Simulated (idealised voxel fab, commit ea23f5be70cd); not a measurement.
Process module under the name voxel ribs on slabs
It is cross-section cut that appears here, measuring 220 nm in width, its square cells being 5 nm in size.
This document writes a cross-section as a grid whose cells are square, and gives it as bands, listed from the top down; one or more rows of cells form a band. Heights first: top, then bottom, in nm. Then materials, left to right, each with a width in nm. "everywhere" on a single material: fills the band edge to edge. "empty": empty space. Height reference: 0 = level under which incoming wafer is all one material. Lowest band: no bottom, runs on downward, e.g. "top 0, no bottom". With a width like "30..40", each row of cells in the band differs from the next by the same amount, the top row carrying the first number and the bottom row the second. "changes: none" after a step means that no cell of the cross-section changed. This entry, "Trapped cavities", enumerates those empty regions of no fewer than 8 cells that possess no open connection to the top. Each region is reported in the form width x height at distance, the distance being taken from the left edge, with all three quantities expressed in nm. What comes after the settings on a step's line is commentary from the simulator itself on that step. overlay nm: how far to the right of its planned place the mask lay on this masked step (negative: to the left).

The steps planned for the process are as follows:
1,op RECEIVE | material Si
2,op DIRECTIONAL_DEP | material SiO2 | thk nm 30
3,op DIRECTIONAL_DEP | material SiN | thk nm 15
4,op MASKED_ETCH | tone cover | mask id RIB | width nm 15 | etch materials SiN | depth nm 10 | overlay nm 0
5,op PATTERN | tone cover | mask id SLAB | material resist | width nm 55 | thk nm 20 | overlay nm 0
6,op DIRECTIONAL_ETCH | etch materials SiN | depth nm 5
7,op STRIP | etch materials resist
8,op FILL_DEP | material SiO2 | thk nm 25
9,op CMP | height nm 60
10,op DIRECTIONAL_DEP | material TiN | thk nm 5
11,op DIRECTIONAL_DEP | material aC | thk nm 15
12,op PATTERN | tone cover | mask id HEATER | material resist | width nm 25 | thk nm 35 | overlay nm 0
13,op DIRECTIONAL_ETCH | etch materials aC | depth nm 15
14,op STRIP | etch materials resist
15,op DIRECTIONAL_ETCH | etch materials TiN | depth nm 5
16,op STRIP | etch materials aC
17,op CONFORMAL_DEP | material SiO2 | thk nm 5
Same starting wafers, different width nm at step 4. Plan value belongs to the first wafer.

After step 1, as received: first of several wafers, cross-section:
* top 0, no bottom | Si everywhere
* Trapped cavities: none

The following table contains a row per wafer, in which are reported, at the conclusion of the module, the cells of each material gained (+) or lost (-) since the wafer's receipt, with its closed voids given thereafter:
width nm 15, +17 SiN, +557 SiO2, +5 TiN, Trapped cavities: none
width nm 20, +19 SiN, +555 SiO2, +5 TiN, Trapped cavities: none
width nm 25, +21 SiN, +553 SiO2, +5 TiN, Trapped cavities: none
width nm 30, +23 SiN, +551 SiO2, +5 TiN, Trapped cavities: none
